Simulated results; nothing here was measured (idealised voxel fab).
This section sets out a process module, namely voxel self aligned vias.
225 nm wide, 5 nm square cells: that's cross-section cut.
Just so we're on the same page, the cross-sections are grids of square cells, and they're listed out in bands top to bottom, each band one or more rows deep.
Top, bottom (nm), then materials left to right with widths (nm); lone material tagged "edge to edge" fills the whole band edge to edge; "blank" = empty space.
Heights are measured from 0, the level below which the as-received wafer is all one material; the lowest band has no bottom and continues downward, written as in "z 0 and below".
The notation "30..40" denotes a width that varies across the rows of cells in the band, beginning at the first number in the top row, finishing at the second number in the bottom row, and changing by an identical amount from each row to the next.
"nothing got changed" after a step means that no cell of the cross-section changed.
Closed internal cavities: empty space of 8 cells or more with no open way to the top, each as width x height at its distance from the left edge, in nm
Post-settings text on a step line: simulator's own remark regarding the step.
When a step includes a mask, the "overlay nm" setting on its line states how far to the right of its planned place that mask lay, and negative values state how far to the left.
-- Process steps foreseen in the plan
- 1: RECEIVE, material Si
- 2: CONFORMAL_DEP, material SiO2, thk nm 15
- 3: CONFORMAL_DEP, material SiCN, thk nm 5
- 4: DIRECTIONAL_DEP, material SiO2, thk nm 25
- 5: DIRECTIONAL_DEP, material aC, thk nm 10
- 6: PATTERN, tone open, mask id LINES, material resist, width nm 30, pitch nm 55, thk nm 25, overlay nm 0
- 7: DIRECTIONAL_ETCH, etch materials aC, depth nm 10
- 8: STRIP, etch materials resist
- 9: DIRECTIONAL_ETCH, etch materials SiO2, depth nm 25
- 10: STRIP, etch materials aC
- 11: CONFORMAL_DEP, material TiN, thk nm 5
- 12: FILL_DEP, material Ru, thk nm 10
- 13: CMP, height nm 45
- 14: SELECTIVE_ETCH, etch materials W Ru TiN, depth nm 10
- 15: FILL_DEP, material SiN, thk nm 10
- 16: CMP, height nm 45
- 17: DIRECTIONAL_DEP, material SiO2, thk nm 15
- 18: DIRECTIONAL_DEP, material aC, thk nm 15
- 19: PATTERN, tone open, mask id VIAS, material resist, width nm 40, thk nm 35, overlay nm 0
- 20: DIRECTIONAL_ETCH, etch materials aC, depth nm 15
- 21: STRIP, etch materials resist
- 22: DIRECTIONAL_ETCH, etch materials SiO2, depth nm 15
- 23: DIRECTIONAL_ETCH, etch materials SiN, depth nm 10
- 24: STRIP, etch materials aC
- 25: CONFORMAL_DEP, material TiN, thk nm 5
- 26: FILL_DEP, material Ru, thk nm 10
- 27: CMP, height nm 60
- 28: CONFORMAL_DEP, material SiN, thk nm 5
-- As-received wafer cross-section (after step 1)
	z 0 and below: Si edge to edge
	Closed internal cavities: none
-- Post-module cross-section: identical start and plan to those above, one misstep in execution
	z 65 to 60: SiN edge to edge
	z 60 to 50: SiO2: 65  TiN: 5  Ru: 30  TiN: 5  SiO2: 120
	z 50 to 45: SiO2: 65  TiN: 40  SiO2: 120
	z 45 to 35: SiN: 65  TiN: 5  SiO2: 30  TiN: 5  SiN: 20  SiO2: 30  SiN: 70
	z 35 to 25: Ru: 65  TiN: 5  SiO2: 30  TiN: 5  Ru: 15  TiN: 5  SiO2: 30  TiN: 5  Ru: 65
	z 25 to 20: TiN: 70  SiO2: 30  TiN: 25  SiO2: 30  TiN: 70
	z 20 to 15: SiCN edge to edge
	z 15 to 0: SiO2 edge to edge
	z 0 and below: Si edge to edge
	Closed internal cavities: none
Want to know what went wrong? step 6 was not run as planned; what actually ran was PATTERN, tone cover, mask id LINES, material resist, width nm 30, pitch nm 55, thk nm 25, overlay nm 0
